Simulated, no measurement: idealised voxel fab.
Presented below is a process module, voxel air gaps.
The cross-section on display is named cut; it measures 250 nm wide, and its cells are 5 nm squares.
Cross-section format: a grid of square cells, given as bands from top to bottom; each band is one or more rows of cells.
Band: top and bottom heights (nm) first, top before bottom; then materials from left to right, widths in nm. "everywhere" marks a sole material filling the band edge to edge. "air" denotes empty space.
Heights are expressed relative to 0, this being the level below which the as-received wafer comprises one material exclusively. The lowest band is unbounded in the downward direction and is denoted as in "0 down".
Read "30->40" as a graded width: first number on top, second number at the bottom, same change between each pair of neighbouring rows.
A step reported as "no change occurred" is a step in which no cell of the cross-section changed.
For the entry "Trapped voids", the listed items are empty spaces with no open way to the top whose size is 8 cells or more; each item follows the pattern width x height at distance, where distance is from the left edge and all three are in nm.
Anything after a step's settings on that line? It's the simulator's own note about the step.
On any step carrying a mask, the "overlay nm" setting, if present on the step's line, tells how far right of its planned place the mask lay; negative values point to the left.

STEPS IN THE PROCESS PLAN
| 1 | RECEIVE | material Si |
| 2 | CONFORMAL_DEP | material SiO2 | thk nm 15 |
| 3 | CONFORMAL_DEP | material SiN | thk nm 5 |
| 4 | DIRECTIONAL_DEP | material SiO2 | thk nm 40 |
| 5 | PATTERN | tone open | mask id LINES | material resist | width nm 25 | pitch nm 55 | thk nm 15 | overlay nm 0 |
| 6 | DIRECTIONAL_ETCH | etch materials SiO2 | depth nm 40 |
| 7 | STRIP | etch materials resist |
| 8 | CONFORMAL_DEP | material TiN | thk nm 5 |
| 9 | FILL_DEP | material W | thk nm 5 |
| 10 | CMP | height nm 60 |
| 11 | EPI | material Ru | thk nm 10 |
| 12 | SELECTIVE_ETCH | etch materials SiO2 | depth nm 50 |
| 13 | CONFORMAL_DEP | material SiN | thk nm 5 |

HERE'S WHAT THE WAFER LOOKED LIKE IN CROSS-SECTION WHEN IT ARRIVED - THAT'S AFTER STEP 1
    0 down  Si everywhere
    Trapped voids: none

THE MODULE WAS RUN FROM THE START SHOWN ABOVE USING THE PLAN SHOWN ABOVE, BUT ONE MISTAKE WAS MADE DOING IT; THE RESULTING WAFER CROSS-SECTION IS BELOW
    75 to 70  air 40, SiN 165, air 45
    70 to 60  air 40, SiN 5, Ru 45, SiN 10, Ru 45, SiN 10, Ru 45, SiN 5, air 45
    60 to 55  air 40, SiN 15, TiN 5, W 15, TiN 5, SiN 30, TiN 5, W 15, TiN 5, SiN 30, TiN 5, W 15, TiN 5, SiN 15, air 45
    55 to 40  air 50, SiN 5, TiN 5, W 15, TiN 5, SiN 5, air 20, SiN 5, TiN 5, W 15, TiN 5, SiN 5, air 20, SiN 5, TiN 5, W 15, TiN 5, SiN 5, air 55
    40 to 35  SiN 55, TiN 25, SiN 30, TiN 25, SiN 30, TiN 25, SiN 60
    35 to 30  SiN everywhere
    30 to 0  SiO2 everywhere
    0 down  Si everywhere
    Trapped voids: 20 x 15 at 85; 20 x 15 at 140
Where did the run depart from the plan? it should be noted that step 2 of the plan was executed twice
